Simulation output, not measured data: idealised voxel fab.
voxel self aligned contacts: a process module
This is section cut - it's 210 nm across, gridded in 5 nm square cells.
Just so we're on the same page, the cross-sections are grids of square cells, and they're listed out in bands top to bottom, each band one or more rows deep. Band entry format. Leading values: height of top, height of bottom, nm. Remainder: materials in left-to-right order, each with its width in nm. Special words: "everywhere" on a single material, which then fills the band edge to edge; "air", empty space. Beneath 0, the wafer as received is one material, and that level is where height counting begins. The lowest band goes on downward without a bottom; it is written like "0 -> down". Think of "30..40" as a width that walks from the first number to the second as you go down the band, top row to bottom row, taking equal-sized steps from row to row. Where a step carries "remained the same", the cross-section came out of it unchanged, cell for cell. Enclosed voids (no open way to top), threshold 8 cells or more, entry "Cavities, closed", notation width x height at distance, distance from left edge, nm. Anything after a step's settings on that line? It's the simulator's own note about the step. overlay nm: step with mask; distance mask lay right of planned place; negative value = left of planned place.

### plan
1 RECEIVE: material Si
2 OXIDIZE: depth nm 5
3 DIRECTIONAL_DEP: material polySi, thk nm 30
4 DIRECTIONAL_DEP: material SiN, thk nm 15
5 DIRECTIONAL_DEP: material aC, thk nm 10
6 PATTERN: tone cover, mask id GATE, material resist, width nm 25, pitch nm 55, thk nm 25, overlay nm 0
7 DIRECTIONAL_ETCH: etch materials aC, depth nm 10
8 STRIP: etch materials resist
9 DIRECTIONAL_ETCH: etch materials SiN, depth nm 15
10 DIRECTIONAL_ETCH: etch materials polySi, depth nm 30
11 STRIP: etch materials aC
12 CONFORMAL_DEP: material SiN, thk nm 5
13 DIRECTIONAL_ETCH: etch materials SiN, depth nm 5
14 FILL_DEP: material SiO2, thk nm 15
15 CMP: height nm 55
16 PATTERN: tone open, mask id CONTACT, material resist, width nm 40, pitch nm 55, thk nm 20, overlay nm 0
17 DIRECTIONAL_ETCH: etch materials SiO2, depth nm 60
18 STRIP: etch materials resist
19 CONFORMAL_DEP: material TiN, thk nm 5
20 FILL_DEP: material Ru, thk nm 10
21 CMP: height nm 55
22 CONFORMAL_DEP: material SiN, thk nm 5

### as received, after step 1
0 -> down: Si everywhere
Cavities, closed: none

### The first of two wafers, cross-sectioned at the end of the module, with the run proceeding as planned
60 -> 55: SiN everywhere
55 -> 45: 55 of SiO2, 5..15 of TiN, 30..10 of Ru, 5..15 of TiN, 15 of SiO2, 5..15 of TiN, 30..10 of Ru, 5..15 of TiN, 60 of SiO2
45 -> 30: 30 of SiO2, 35 of SiN, 5 of TiN, 10 of Ru, 5 of TiN, 35 of SiN, 5 of TiN, 10 of Ru, 5 of TiN, 35 of SiN, 35 of SiO2
30 -> 0: 30 of SiO2, 5 of SiN, 25 of polySi, 5 of SiN, 5 of TiN, 10 of Ru, 5 of TiN, 5 of SiN, 25 of polySi, 5 of SiN, 5 of TiN, 10 of Ru, 5 of TiN, 5 of SiN, 25 of polySi, 5 of SiN, 35 of SiO2
0 -> -5: 65 of SiO2, 20 of TiN, 35 of SiO2, 20 of TiN, 70 of SiO2
-5 -> down: Si everywhere
Cavities, closed: none

### Cross-sectional view: second of two wafers, end of module; start and plan identical to the first, one mistake in running
60 -> 55: SiN everywhere
55 -> 45: 55 of SiO2, 5..15 of TiN, 30..15 of Ru, 5..10 of TiN, 15 of SiO2, 5..15 of TiN, 30..15 of Ru, 5..10 of TiN, 60 of SiO2
45 -> 30: 35 of SiO2, 30 of SiN, 5 of TiN, 15 of Ru, 5 of TiN, 30 of SiN, 5 of TiN, 15 of Ru, 5 of TiN, 30 of SiN, 35 of SiO2
30 -> 0: 35 of SiO2, 5 of SiN, 20 of polySi, 5 of SiN, 5 of TiN, 15 of Ru, 5 of TiN, 5 of SiN, 20 of polySi, 5 of SiN, 5 of TiN, 15 of Ru, 5 of TiN, 5 of SiN, 20 of polySi, 5 of SiN, 35 of SiO2
0 -> -5: 65 of SiO2, 25 of TiN, 30 of SiO2, 25 of TiN, 65 of SiO2
-5 -> down: Si everywhere
Cavities, closed: none
Deviation noted in wafer processing: heads up, step 6 didn't go per plan, it actually ran as PATTERN: tone cover, mask id GATE, material resist, width nm 20, pitch nm 55, thk nm 25, overlay nm 0
Once processing is complete, comparing cell counts shows that the second wafer has more or fewer of certain materials than the first: +20 Ru | -9 SiN | +7 SiO2 | -18 polySi
